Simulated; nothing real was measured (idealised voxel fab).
process module | voxel transistor to metal
cross-section cut | 285 nm wide | cells 5 nm
A cross-section is a grid of square cells, given in bands from the top down. A band is one or more rows of cells.
Each band's line starts with the height of the band's top and of its bottom, in nm. Then come its materials from left to right, each with its width in nm. One material with "throughout" fills the band from edge to edge. "air" is empty space.
Height 0 is the level under which the wafer as received is all one material. The lowest band goes on downwards, as in "0 down".
A width such as "30 to 40" changes by the same amount from each row of cells to the next, from the band's top row to its bottom row.
"no change" after a step means that no cell of the cross-section changed.
closed voids: empty space of 8 cells or more with no open way to the top, each as width x height at its distance from the left edge, in nm
after a step's settings: what the simulator itself notes on the step
overlay nm, on a step with a mask: how far to the right of its planned place the mask lay; to the left if negative
Each pair below shows a cross-section before one step and the cross-section after it, down to the lowest band that changed. The line under each pair gives the step between them, with its settings. The pairs can come from different runs of this module on the same starting wafer, so a pair continues from the pair above only where its "before" says so.
before
  75 to 55: resist 25 | air 15 | resist 65 | air 15 | resist 40 | air 15 | resist 65 | air 15 | resist 30
  55 to 40: SiO2 throughout
  40 to 25: SiO2 60 | SiN 5 | SiCN 25 | SiN 5 | SiO2 100 | SiN 5 | SiCN 25 | SiN 5 | SiO2 55
  25 to 5: SiO2 55 | SiN 5 | polySi 30 | SiN 5 | SiO2 95 | SiN 5 | polySi 30 | SiN 5 | SiO2 55
  5 to 0: SiO2 45 | nSi 10 | SiN 5 | polySi 30 | SiN 5 | nSi 10 | SiO2 75 | nSi 10 | SiN 5 | polySi 30 | SiN 5 | nSi 10 | SiO2 45
  0 to -5: SiO2 45 | nSi 10 | SiO2 40 | nSi 10 | SiO2 75 | nSi 10 | SiO2 40 | nSi 10 | SiO2 45
  -5 to -15: SiO2 25 | nSi 30 | Si 40 | nSi 25 | SiO2 40 | nSi 30 | Si 40 | nSi 25 | SiO2 30
  -15 to -40: SiO2 25 | Si 95 | SiO2 40 | Si 95 | SiO2 30
  -40 down: Si throughout
  closed voids: none
after
  75 to 55: resist 25 | air 15 | resist 65 | air 15 | resist 40 | air 15 | resist 65 | air 15 | resist 30
  55 to 40: SiO2 25 | air 15 | SiO2 65 | air 15 | SiO2 40 | air 15 | SiO2 65 | air 15 | SiO2 30
  40 to 25: SiO2 25 | air 15 | SiO2 20 | SiN 5 | SiCN 25 | SiN 5 | SiO2 10 | air 15 | SiO2 40 | air 15 | SiO2 20 | SiN 5 | SiCN 25 | SiN 5 | SiO2 10 | air 15 | SiO2 30
  25 to 5: SiO2 25 | air 15 | SiO2 15 | SiN 5 | polySi 30 | SiN 5 | SiO2 10 | air 15 | SiO2 40 | air 15 | SiO2 15 | SiN 5 | polySi 30 | SiN 5 | SiO2 10 | air 15 | SiO2 30
  5 to 0: SiO2 25 | air 15 | SiO2 5 | nSi 10 | SiN 5 | polySi 30 | SiN 5 | nSi 10 | air 15 | SiO2 40 | air 15 | SiO2 5 | nSi 10 | SiN 5 | polySi 30 | SiN 5 | nSi 10 | air 15 | SiO2 30
  0 to -5: SiO2 25 | air 15 | SiO2 5 | nSi 10 | SiO2 40 | nSi 10 | air 15 | SiO2 40 | air 15 | SiO2 5 | nSi 10 | SiO2 40 | nSi 10 | air 15 | SiO2 30
  below -5: unchanged
  closed voids: none
the step between: op DIRECTIONAL_ETCH | etch materials SiO2 | depth nm 60
before: the cross-section after the pair above
after
  55 to 40: SiO2 25 | air 15 | SiO2 65 | air 15 | SiO2 40 | air 15 | SiO2 65 | air 15 | SiO2 30
  below 40: unchanged
  closed voids: none
the step between: op STRIP | etch materials resist
before: the cross-section after the pair above
after
  60 to 55: TiN 30 | air 5 | TiN 75 | air 5 | TiN 50 | air 5 | TiN 75 | air 5 | TiN 35
  55 to 40: SiO2 25 | TiN 5 | air 5 | TiN 5 | SiO2 65 | TiN 5 | air 5 | TiN 5 | SiO2 40 | TiN 5 | air 5 | TiN 5 | SiO2 65 | TiN 5 | air 5 | TiN 5 | SiO2 30
  40 to 25: SiO2 25 | TiN 5 | air 5 | TiN 5 | SiO2 20 | SiN 5 | SiCN 25 | SiN 5 | SiO2 10 | TiN 5 | air 5 | TiN 5 | SiO2 40 | TiN 5 | air 5 | TiN 5 | SiO2 20 | SiN 5 | SiCN 25 | SiN 5 | SiO2 10 | TiN 5 | air 5 | TiN 5 | SiO2 30
  25 to 5: SiO2 25 | TiN 5 | air 5 | TiN 5 | SiO2 15 | SiN 5 | polySi 30 | SiN 5 | SiO2 10 | TiN 5 | air 5 | TiN 5 | SiO2 40 | TiN 5 | air 5 | TiN 5 | SiO2 15 | SiN 5 | polySi 30 | SiN 5 | SiO2 10 | TiN 5 | air 5 | TiN 5 | SiO2 30
  5 to 0: SiO2 25 | TiN 5 | air 5 | TiN 5 | SiO2 5 | nSi 10 | SiN 5 | polySi 30 | SiN 5 | nSi 10 | TiN 5 | air 5 | TiN 5 | SiO2 40 | TiN 5 | air 5 | TiN 5 | SiO2 5 | nSi 10 | SiN 5 | polySi 30 | SiN 5 | nSi 10 | TiN 5 | air 5 | TiN 5 | SiO2 30
  0 to -5: SiO2 25 | TiN 15 | SiO2 5 | nSi 10 | SiO2 40 | nSi 10 | TiN 15 | SiO2 40 | TiN 15 | SiO2 5 | nSi 10 | SiO2 40 | nSi 10 | TiN 15 | SiO2 30
  below -5: unchanged
  closed voids: none
the step between: op CONFORMAL_DEP | material TiN | thk nm 5
before: the cross-section after the pair above
after
  65 to 60: W throughout
  60 to 55: TiN 30 | W 5 | TiN 75 | W 5 | TiN 50 | W 5 | TiN 75 | W 5 | TiN 35
  55 to 40: SiO2 25 | TiN 5 | W 5 | TiN 5 | SiO2 65 | TiN 5 | W 5 | TiN 5 | SiO2 40 | TiN 5 | W 5 | TiN 5 | SiO2 65 | TiN 5 | W 5 | TiN 5 | SiO2 30
  40 to 25: SiO2 25 | TiN 5 | W 5 | TiN 5 | SiO2 20 | SiN 5 | SiCN 25 | SiN 5 | SiO2 10 | TiN 5 | W 5 | TiN 5 | SiO2 40 | TiN 5 | W 5 | TiN 5 | SiO2 20 | SiN 5 | SiCN 25 | SiN 5 | SiO2 10 | TiN 5 | W 5 | TiN 5 | SiO2 30
  25 to 5: SiO2 25 | TiN 5 | W 5 | TiN 5 | SiO2 15 | SiN 5 | polySi 30 | SiN 5 | SiO2 10 | TiN 5 | W 5 | TiN 5 | SiO2 40 | TiN 5 | W 5 | TiN 5 | SiO2 15 | SiN 5 | polySi 30 | SiN 5 | SiO2 10 | TiN 5 | W 5 | TiN 5 | SiO2 30
  5 to 0: SiO2 25 | TiN 5 | W 5 | TiN 5 | SiO2 5 | nSi 10 | SiN 5 | polySi 30 | SiN 5 | nSi 10 | TiN 5 | W 5 | TiN 5 | SiO2 40 | TiN 5 | W 5 | TiN 5 | SiO2 5 | nSi 10 | SiN 5 | polySi 30 | SiN 5 | nSi 10 | TiN 5 | W 5 | TiN 5 | SiO2 30
  below 0: unchanged
  closed voids: none
the step between: op FILL_DEP | material W | thk nm 5
before: the cross-section after the pair above
after
  55 to 40: SiO2 25 | TiN 5 | W 5 | TiN 5 | SiO2 65 | TiN 5 | W 5 | TiN 5 | SiO2 40 | TiN 5 | W 5 | TiN 5 | SiO2 65 | TiN 5 | W 5 | TiN 5 | SiO2 30
  below 40: unchanged
  closed voids: none
the step between: op CMP | height nm 55
before: the cross-section after the pair above
after
  60 to 55: SiCN throughout
  below 55: unchanged
  closed voids: none
the step between: op CONFORMAL_DEP | material SiCN | thk nm 5
before: the cross-section after the pair above
after
  85 to 60: lowk throughout
  below 60: unchanged
  closed voids: none
the step between: op DIRECTIONAL_DEP | material lowk | thk nm 25
before: the cross-section after the pair above
after
  100 to 85: resist 25 | air 15 | resist 65 | air 15 | resist 40 | air 15 | resist 65 | air 15 | resist 30
  below 85: unchanged
  closed voids: none
the step between: op PATTERN | tone open | mask id METAL_1 | material resist | width nm 15 | thk nm 15 | overlay nm 0
before: the cross-section after the pair above
after
  100 to 85: resist 25 | air 15 | resist 65 | air 15 | resist 40 | air 15 | resist 65 | air 15 | resist 30
  85 to 60: lowk 25 | air 15 | lowk 65 | air 15 | lowk 40 | air 15 | lowk 65 | air 15 | lowk 30
  below 60: unchanged
  closed voids: none
the step between: op DIRECTIONAL_ETCH | etch materials lowk | depth nm 25
before: the cross-section after the pair above
after
  100 to 85: resist 25 | air 15 | resist 65 | air 15 | resist 40 | air 15 | resist 65 | air 15 | resist 30
  85 to 60: lowk 25 | air 15 | lowk 65 | air 15 | lowk 40 | air 15 | lowk 65 | air 15 | lowk 30
  60 to 55: SiCN 25 | air 15 | SiCN 65 | air 15 | SiCN 40 | air 15 | SiCN 65 | air 15 | SiCN 30
  below 55: unchanged
  closed voids: none
the step between: op DIRECTIONAL_ETCH | etch materials SiCN | depth nm 5
before: the cross-section after the pair above
after
  85 to 60: lowk 25 | air 15 | lowk 65 | air 15 | lowk 40 | air 15 | lowk 65 | air 15 | lowk 30
  below 60: unchanged
  closed voids: none
the step between: op STRIP | etch materials resist
before: the cross-section after the pair above
after
  90 to 85: TiN 30 | air 5 | TiN 75 | air 5 | TiN 50 | air 5 | TiN 75 | air 5 | TiN 35
  85 to 60: lowk 25 | TiN 5 | air 5 | TiN 5 | lowk 65 | TiN 5 | air 5 | TiN 5 | lowk 40 | TiN 5 | air 5 | TiN 5 | lowk 65 | TiN 5 | air 5 | TiN 5 | lowk 30
  60 to 55: SiCN 25 | TiN 15 | SiCN 65 | TiN 15 | SiCN 40 | TiN 15 | SiCN 65 | TiN 15 | SiCN 30
  below 55: unchanged
  closed voids: none
the step between: op CONFORMAL_DEP | material TiN | thk nm 5
before: the cross-section after the pair above
after
  100 to 90: Ru throughout
  90 to 85: TiN 30 | Ru 5 | TiN 75 | Ru 5 | TiN 50 | Ru 5 | TiN 75 | Ru 5 | TiN 35
  85 to 60: lowk 25 | TiN 5 | Ru 5 | TiN 5 | lowk 65 | TiN 5 | Ru 5 | TiN 5 | lowk 40 | TiN 5 | Ru 5 | TiN 5 | lowk 65 | TiN 5 | Ru 5 | TiN 5 | lowk 30
  below 60: unchanged
  closed voids: none
the step between: op FILL_DEP | material Ru | thk nm 10
before: the cross-section after the pair above
after
  85 to 60: lowk 25 | TiN 5 | Ru 5 | TiN 5 | lowk 65 | TiN 5 | Ru 5 | TiN 5 | lowk 40 | TiN 5 | Ru 5 | TiN 5 | lowk 65 | TiN 5 | Ru 5 | TiN 5 | lowk 30
  below 60: unchanged
  closed voids: none
the step between: op CMP | height nm 85
before: the cross-section after the pair above
after
  90 to 85: SiCN throughout
  below 85: unchanged
  closed voids: none
the step between: op CONFORMAL_DEP | material SiCN | thk nm 5
before
  25 to 0: polySi throughout
  0 to -5: SiO2 throughout
  -5 to -40: SiO2 25 | Si 95 | SiO2 40 | Si 95 | SiO2 30
  -40 down: Si throughout
  closed voids: none
after
  40 to 25: SiN throughout
  below 25: unchanged
  closed voids: none
the step between: op DIRECTIONAL_DEP | material SiN | thk nm 15
before: the cross-section after the pair above
after
  45 to 25: SiN throughout
  below 25: unchanged
  closed voids: none
the step between: op CONFORMAL_DEP | material SiN | thk nm 5
before: the cross-section after the pair above
after
  40 to 25: SiN throughout
  below 25: unchanged
  closed voids: none
the step between: op DIRECTIONAL_ETCH | etch materials SiN | depth nm 5
before: the cross-section after the pair above
after
  45 to 40: SiO2 throughout
  below 40: unchanged
  closed voids: none
the step between: op FILL_DEP | material SiO2 | thk nm 5
before: the cross-section after the pair above
after
  40 to 25: SiN throughout
  below 25: unchanged
  closed voids: none
the step between: op CMP | height nm 40
before: the cross-section after the pair above
after
  55 to 40: SiO2 throughout
  below 40: unchanged
  closed voids: none
the step between: op DIRECTIONAL_DEP | material SiO2 | thk nm 15
before: the cross-section after the pair above
after
  75 to 55: resist 25 | air 15 | resist 65 | air 15 | resist 40 | air 15 | resist 65 | air 15 | resist 30
  below 55: unchanged
  closed voids: none
the step between: op PATTERN | tone open | mask id CONTACT | material resist | width nm 15 | thk nm 20 | overlay nm 0
before: the cross-section after the pair above
after
  75 to 55: resist 25 | air 15 | resist 65 | air 15 | resist 40 | air 15 | resist 65 | air 15 | resist 30
  55 to 40: SiO2 25 | air 15 | SiO2 65 | air 15 | SiO2 40 | air 15 | SiO2 65 | air 15 | SiO2 30
  below 40: unchanged
  closed voids: none
the step between: op DIRECTIONAL_ETCH | etch materials SiO2 | depth nm 60
before: the cross-section after the pair above
after
  55 to 40: SiO2 25 | air 15 | SiO2 65 | air 15 | SiO2 40 | air 15 | SiO2 65 | air 15 | SiO2 30
  below 40: unchanged
  closed voids: none
the step between: op STRIP | etch materials resist
before: the cross-section after the pair above
after
  60 to 55: TiN 30 | air 5 | TiN 75 | air 5 | TiN 50 | air 5 | TiN 75 | air 5 | TiN 35
  55 to 45: SiO2 25 | TiN 5 | air 5 | TiN 5 | SiO2 65 | TiN 5 | air 5 | TiN 5 | SiO2 40 | TiN 5 | air 5 | TiN 5 | SiO2 65 | TiN 5 | air 5 | TiN 5 | SiO2 30
  45 to 40: SiO2 25 | TiN 15 | SiO2 65 | TiN 15 | SiO2 40 | TiN 15 | SiO2 65 | TiN 15 | SiO2 30
  below 40: unchanged
  closed voids: none
the step between: op CONFORMAL_DEP | material TiN | thk nm 5
before: the cross-section after the pair above
after
  65 to 60: W throughout
  60 to 55: TiN 30 | W 5 | TiN 75 | W 5 | TiN 50 | W 5 | TiN 75 | W 5 | TiN 35
  55 to 45: SiO2 25 | TiN 5 | W 5 | TiN 5 | SiO2 65 | TiN 5 | W 5 | TiN 5 | SiO2 40 | TiN 5 | W 5 | TiN 5 | SiO2 65 | TiN 5 | W 5 | TiN 5 | SiO2 30
  below 45: unchanged
  closed voids: none
the step between: op FILL_DEP | material W | thk nm 5
before: the cross-section after the pair above
after
  55 to 45: SiO2 25 | TiN 5 | W 5 | TiN 5 | SiO2 65 | TiN 5 | W 5 | TiN 5 | SiO2 40 | TiN 5 | W 5 | TiN 5 | SiO2 65 | TiN 5 | W 5 | TiN 5 | SiO2 30
  below 45: unchanged
  closed voids: none
the step between: op CMP | height nm 55
before: the cross-section after the pair above
after
  60 to 55: SiCN throughout
  below 55: unchanged
  closed voids: none
the step between: op CONFORMAL_DEP | material SiCN | thk nm 5
before: the cross-section after the pair above
after
  85 to 60: lowk throughout
  below 60: unchanged
  closed voids: none
the step between: op DIRECTIONAL_DEP | material lowk | thk nm 25
before: the cross-section after the pair above
after
  100 to 85: resist 25 | air 15 | resist 65 | air 15 | resist 40 | air 15 | resist 65 | air 15 | resist 30
  below 85: unchanged
  closed voids: none
the step between: op PATTERN | tone open | mask id METAL_1 | material resist | width nm 15 | thk nm 15 | overlay nm 0
before: the cross-section after the pair above
after
  100 to 85: resist 25 | air 15 | resist 65 | air 15 | resist 40 | air 15 | resist 65 | air 15 | resist 30
  85 to 60: lowk 25 | air 15 | lowk 65 | air 15 | lowk 40 | air 15 | lowk 65 | air 15 | lowk 30
  below 60: unchanged
  closed voids: none
the step between: op DIRECTIONAL_ETCH | etch materials lowk | depth nm 25
before: the cross-section after the pair above
after
  100 to 85: resist 25 | air 15 | resist 65 | air 15 | resist 40 | air 15 | resist 65 | air 15 | resist 30
  85 to 60: lowk 25 | air 15 | lowk 65 | air 15 | lowk 40 | air 15 | lowk 65 | air 15 | lowk 30
  60 to 55: SiCN 25 | air 15 | SiCN 65 | air 15 | SiCN 40 | air 15 | SiCN 65 | air 15 | SiCN 30
  below 55: unchanged
  closed voids: none
the step between: op DIRECTIONAL_ETCH | etch materials SiCN | depth nm 5
before: the cross-section after the pair above
after
  85 to 60: lowk 25 | air 15 | lowk 65 | air 15 | lowk 40 | air 15 | lowk 65 | air 15 | lowk 30
  below 60: unchanged
  closed voids: none
the step between: op STRIP | etch materials resist
before: the cross-section after the pair above
after
  90 to 85: TiN 30 | air 5 | TiN 75 | air 5 | TiN 50 | air 5 | TiN 75 | air 5 | TiN 35
  85 to 60: lowk 25 | TiN 5 | air 5 | TiN 5 | lowk 65 | TiN 5 | air 5 | TiN 5 | lowk 40 | TiN 5 | air 5 | TiN 5 | lowk 65 | TiN 5 | air 5 | TiN 5 | lowk 30
  60 to 55: SiCN 25 | TiN 15 | SiCN 65 | TiN 15 | SiCN 40 | TiN 15 | SiCN 65 | TiN 15 | SiCN 30
  below 55: unchanged
  closed voids: none
the step between: op CONFORMAL_DEP | material TiN | thk nm 5
before: the cross-section after the pair above
after
  100 to 90: Ru throughout
  90 to 85: TiN 30 | Ru 5 | TiN 75 | Ru 5 | TiN 50 | Ru 5 | TiN 75 | Ru 5 | TiN 35
  85 to 60: lowk 25 | TiN 5 | Ru 5 | TiN 5 | lowk 65 | TiN 5 | Ru 5 | TiN 5 | lowk 40 | TiN 5 | Ru 5 | TiN 5 | lowk 65 | TiN 5 | Ru 5 | TiN 5 | lowk 30
  below 60: unchanged
  closed voids: none
the step between: op FILL_DEP | material Ru | thk nm 10
before: the cross-section after the pair above
after
  85 to 60: lowk 25 | TiN 5 | Ru 5 | TiN 5 | lowk 65 | TiN 5 | Ru 5 | TiN 5 | lowk 40 | TiN 5 | Ru 5 | TiN 5 | lowk 65 | TiN 5 | Ru 5 | TiN 5 | lowk 30
  below 60: unchanged
  closed voids: none
the step between: op CMP | height nm 85
before: the cross-section after the pair above
after
  90 to 85: SiCN throughout
  below 85: unchanged
  closed voids: none
the step between: op CONFORMAL_DEP | material SiCN | thk nm 5
before
  55 to 40: SiO2 throughout
  40 to 25: SiO2 55 | SiN 5 | SiCN 25 | SiN 5 | SiO2 100 | SiN 5 | SiCN 25 | SiN 5 | SiO2 60
  25 to 5: SiO2 55 | SiN 5 | polySi 25 | SiN 5 | SiO2 100 | SiN 5 | polySi 25 | SiN 5 | SiO2 60
  5 to 0: SiO2 45 | nSi 10 | SiN 5 | polySi 25 | SiN 5 | nSi 10 | SiO2 80 | nSi 10 | SiN 5 | polySi 25 | SiN 5 | nSi 10 | SiO2 50
  0 to -5: SiO2 45 | nSi 10 | SiO2 35 | nSi 10 | SiO2 80 | nSi 10 | SiO2 35 | nSi 10 | SiO2 50
  -5 to -15: SiO2 25 | nSi 30 | Si 35 | nSi 30 | SiO2 40 | nSi 30 | Si 35 | nSi 30 | SiO2 30
  -15 to -40: SiO2 25 | Si 95 | SiO2 40 | Si 95 | SiO2 30
  -40 down: Si throughout
  closed voids: none
after
  75 to 55: air 25 | resist 15 | air 65 | resist 15 | air 40 | resist 15 | air 65 | resist 15 | air 30
  below 55: unchanged
  closed voids: none
the step between: op PATTERN | tone cover | mask id CONTACT | material resist | width nm 15 | thk nm 20 | overlay nm 0
before: the cross-section after the pair above
after
  75 to 55: air 25 | resist 15 | air 65 | resist 15 | air 40 | resist 15 | air 65 | resist 15 | air 30
  55 to 40: air 25 | SiO2 15 | air 65 | SiO2 15 | air 40 | SiO2 15 | air 65 | SiO2 15 | air 30
  40 to 25: air 25 | SiO2 15 | air 15 | SiN 5 | SiCN 25 | SiN 5 | air 15 | SiO2 15 | air 40 | SiO2 15 | air 15 | SiN 5 | SiCN 25 | SiN 5 | air 15 | SiO2 15 | air 30
  25 to 5: air 25 | SiO2 15 | air 15 | SiN 5 | polySi 25 | SiN 5 | air 15 | SiO2 15 | air 40 | SiO2 15 | air 15 | SiN 5 | polySi 25 | SiN 5 | air 15 | SiO2 15 | air 30
  5 to 0: air 25 | SiO2 15 | air 5 | nSi 10 | SiN 5 | polySi 25 | SiN 5 | nSi 10 | air 5 | SiO2 15 | air 40 | SiO2 15 | air 5 | nSi 10 | SiN 5 | polySi 25 | SiN 5 | nSi 10 | air 5 | SiO2 15 | air 30
  0 to -5: air 25 | SiO2 15 | air 5 | nSi 10 | SiO2 35 | nSi 10 | air 5 | SiO2 15 | air 40 | SiO2 15 | air 5 | nSi 10 | SiO2 35 | nSi 10 | air 5 | SiO2 15 | air 30
  below -5: unchanged
  closed voids: none
the step between: op DIRECTIONAL_ETCH | etch materials SiO2 | depth nm 60
before: the cross-section after the pair above
after
  55 to 40: air 25 | SiO2 15 | air 65 | SiO2 15 | air 40 | SiO2 15 | air 65 | SiO2 15 | air 30
  below 40: unchanged
  closed voids: none
the step between: op STRIP | etch materials resist
before: the cross-section after the pair above
after
  60 to 55: air 20 | TiN 25 | air 55 | TiN 25 | air 30 | TiN 25 | air 55 | TiN 25 | air 25
  55 to 45: air 20 | TiN 5 | SiO2 15 | TiN 5 | air 55 | TiN 5 | SiO2 15 | TiN 5 | air 30 | TiN 5 | SiO2 15 | TiN 5 | air 55 | TiN 5 | SiO2 15 | TiN 5 | air 25
  45 to 40: air 20 | TiN 5 | SiO2 15 | TiN 5 | air 5 | TiN 45 | air 5 | TiN 5 | SiO2 15 | TiN 5 | air 30 | TiN 5 | SiO2 15 | TiN 5 | air 5 | TiN 45 | air 5 | TiN 5 | SiO2 15 | TiN 5 | air 25
  40 to 25: air 20 | TiN 5 | SiO2 15 | TiN 5 | air 5 | TiN 5 | SiN 5 | SiCN 25 | SiN 5 | TiN 5 | air 5 | TiN 5 | SiO2 15 | TiN 5 | air 30 | TiN 5 | SiO2 15 | TiN 5 | air 5 | TiN 5 | SiN 5 | SiCN 25 | SiN 5 | TiN 5 | air 5 | TiN 5 | SiO2 15 | TiN 5 | air 25
  25 to 10: air 20 | TiN 5 | SiO2 15 | TiN 5 | air 5 | TiN 5 | SiN 5 | polySi 25 | SiN 5 | TiN 5 | air 5 | TiN 5 | SiO2 15 | TiN 5 | air 30 | TiN 5 | SiO2 15 | TiN 5 | air 5 | TiN 5 | SiN 5 | polySi 25 | SiN 5 | TiN 5 | air 5 | TiN 5 | SiO2 15 | TiN 5 | air 25
  10 to 5: air 20 | TiN 5 | SiO2 15 | TiN 15 | SiN 5 | polySi 25 | SiN 5 | TiN 15 | SiO2 15 | TiN 5 | air 30 | TiN 5 | SiO2 15 | TiN 15 | SiN 5 | polySi 25 | SiN 5 | TiN 15 | SiO2 15 | TiN 5 | air 25
  5 to 0: air 20 | TiN 5 | SiO2 15 | TiN 5 | nSi 10 | SiN 5 | polySi 25 | SiN 5 | nSi 10 | TiN 5 | SiO2 15 | TiN 5 | air 30 | TiN 5 | SiO2 15 | TiN 5 | nSi 10 | SiN 5 | polySi 25 | SiN 5 | nSi 10 | TiN 5 | SiO2 15 | TiN 5 | air 25
  0 to -5: TiN 25 | SiO2 15 | TiN 5 | nSi 10 | SiO2 35 | nSi 10 | TiN 5 | SiO2 15 | TiN 40 | SiO2 15 | TiN 5 | nSi 10 | SiO2 35 | nSi 10 | TiN 5 | SiO2 15 | TiN 30
  below -5: unchanged
  closed voids: none
the step between: op CONFORMAL_DEP | material TiN | thk nm 5
before: the cross-section after the pair above
after
  65 to 60: W throughout
  60 to 55: W 20 | TiN 25 | W 55 | TiN 25 | W 30 | TiN 25 | W 55 | TiN 25 | W 25
  55 to 45: W 20 | TiN 5 | SiO2 15 | TiN 5 | W 55 | TiN 5 | SiO2 15 | TiN 5 | W 30 | TiN 5 | SiO2 15 | TiN 5 | W 55 | TiN 5 | SiO2 15 | TiN 5 | W 25
  45 to 40: W 20 | TiN 5 | SiO2 15 | TiN 5 | W 5 | TiN 45 | W 5 | TiN 5 | SiO2 15 | TiN 5 | W 30 | TiN 5 | SiO2 15 | TiN 5 | W 5 | TiN 45 | W 5 | TiN 5 | SiO2 15 | TiN 5 | W 25
  40 to 25: W 20 | TiN 5 | SiO2 15 | TiN 5 | W 5 | TiN 5 | SiN 5 | SiCN 25 | SiN 5 | TiN 5 | W 5 | TiN 5 | SiO2 15 | TiN 5 | W 30 | TiN 5 | SiO2 15 | TiN 5 | W 5 | TiN 5 | SiN 5 | SiCN 25 | SiN 5 | TiN 5 | W 5 | TiN 5 | SiO2 15 | TiN 5 | W 25
  25 to 10: W 20 | TiN 5 | SiO2 15 | TiN 5 | W 5 | TiN 5 | SiN 5 | polySi 25 | SiN 5 | TiN 5 | W 5 | TiN 5 | SiO2 15 | TiN 5 | W 30 | TiN 5 | SiO2 15 | TiN 5 | W 5 | TiN 5 | SiN 5 | polySi 25 | SiN 5 | TiN 5 | W 5 | TiN 5 | SiO2 15 | TiN 5 | W 25
  10 to 5: W 20 | TiN 5 | SiO2 15 | TiN 15 | SiN 5 | polySi 25 | SiN 5 | TiN 15 | SiO2 15 | TiN 5 | W 30 | TiN 5 | SiO2 15 | TiN 15 | SiN 5 | polySi 25 | SiN 5 | TiN 15 | SiO2 15 | TiN 5 | W 25
  5 to 0: W 20 | TiN 5 | SiO2 15 | TiN 5 | nSi 10 | SiN 5 | polySi 25 | SiN 5 | nSi 10 | TiN 5 | SiO2 15 | TiN 5 | W 30 | TiN 5 | SiO2 15 | TiN 5 | nSi 10 | SiN 5 | polySi 25 | SiN 5 | nSi 10 | TiN 5 | SiO2 15 | TiN 5 | W 25
  below 0: unchanged
  closed voids: none
the step between: op FILL_DEP | material W | thk nm 5
before: the cross-section after the pair above
after
  55 to 45: W 20 | TiN 5 | SiO2 15 | TiN 5 | W 55 | TiN 5 | SiO2 15 | TiN 5 | W 30 | TiN 5 | SiO2 15 | TiN 5 | W 55 | TiN 5 | SiO2 15 | TiN 5 | W 25
  below 45: unchanged
  closed voids: none
the step between: op CMP | height nm 55
before: the cross-section after the pair above
after
  60 to 55: SiCN throughout
  below 55: unchanged
  closed voids: none
the step between: op CONFORMAL_DEP | material SiCN | thk nm 5
before: the cross-section after the pair above
after
  85 to 60: lowk throughout
  below 60: unchanged
  closed voids: none
the step between: op DIRECTIONAL_DEP | material lowk | thk nm 25
before: the cross-section after the pair above
after
  100 to 85: resist 25 | air 15 | resist 65 | air 15 | resist 40 | air 15 | resist 65 | air 15 | resist 30
  below 85: unchanged
  closed voids: none
the step between: op PATTERN | tone open | mask id METAL_1 | material resist | width nm 15 | thk nm 15 | overlay nm 0
before: the cross-section after the pair above
after
  100 to 85: resist 25 | air 15 | resist 65 | air 15 | resist 40 | air 15 | resist 65 | air 15 | resist 30
  85 to 60: lowk 25 | air 15 | lowk 65 | air 15 | lowk 40 | air 15 | lowk 65 | air 15 | lowk 30
  below 60: unchanged
  closed voids: none
the step between: op DIRECTIONAL_ETCH | etch materials lowk | depth nm 25
before: the cross-section after the pair above
after
  100 to 85: resist 25 | air 15 | resist 65 | air 15 | resist 40 | air 15 | resist 65 | air 15 | resist 30
  85 to 60: lowk 25 | air 15 | lowk 65 | air 15 | lowk 40 | air 15 | lowk 65 | air 15 | lowk 30
  60 to 55: SiCN 25 | air 15 | SiCN 65 | air 15 | SiCN 40 | air 15 | SiCN 65 | air 15 | SiCN 30
  below 55: unchanged
  closed voids: none
the step between: op DIRECTIONAL_ETCH | etch materials SiCN | depth nm 5
before: the cross-section after the pair above
after
  85 to 60: lowk 25 | air 15 | lowk 65 | air 15 | lowk 40 | air 15 | lowk 65 | air 15 | lowk 30
  below 60: unchanged
  closed voids: none
the step between: op STRIP | etch materials resist
before: the cross-section after the pair above
after
  90 to 85: TiN 30 | air 5 | TiN 75 | air 5 | TiN 50 | air 5 | TiN 75 | air 5 | TiN 35
  85 to 60: lowk 25 | TiN 5 | air 5 | TiN 5 | lowk 65 | TiN 5 | air 5 | TiN 5 | lowk 40 | TiN 5 | air 5 | TiN 5 | lowk 65 | TiN 5 | air 5 | TiN 5 | lowk 30
  60 to 55: SiCN 25 | TiN 15 | SiCN 65 | TiN 15 | SiCN 40 | TiN 15 | SiCN 65 | TiN 15 | SiCN 30
  below 55: unchanged
  closed voids: none
the step between: op CONFORMAL_DEP | material TiN | thk nm 5
before: the cross-section after the pair above
after
  100 to 90: Ru throughout
  90 to 85: TiN 30 | Ru 5 | TiN 75 | Ru 5 | TiN 50 | Ru 5 | TiN 75 | Ru 5 | TiN 35
  85 to 60: lowk 25 | TiN 5 | Ru 5 | TiN 5 | lowk 65 | TiN 5 | Ru 5 | TiN 5 | lowk 40 | TiN 5 | Ru 5 | TiN 5 | lowk 65 | TiN 5 | Ru 5 | TiN 5 | lowk 30
  below 60: unchanged
  closed voids: none
the step between: op FILL_DEP | material Ru | thk nm 10
before: the cross-section after the pair above
after
  85 to 60: lowk 25 | TiN 5 | Ru 5 | TiN 5 | lowk 65 | TiN 5 | Ru 5 | TiN 5 | lowk 40 | TiN 5 | Ru 5 | TiN 5 | lowk 65 | TiN 5 | Ru 5 | TiN 5 | lowk 30
  below 60: unchanged
  closed voids: none
the step between: op CMP | height nm 85
before: the cross-section after the pair above
after
  90 to 85: SiCN throughout
  below 85: unchanged
  closed voids: none
the step between: op CONFORMAL_DEP | material SiCN | thk nm 5
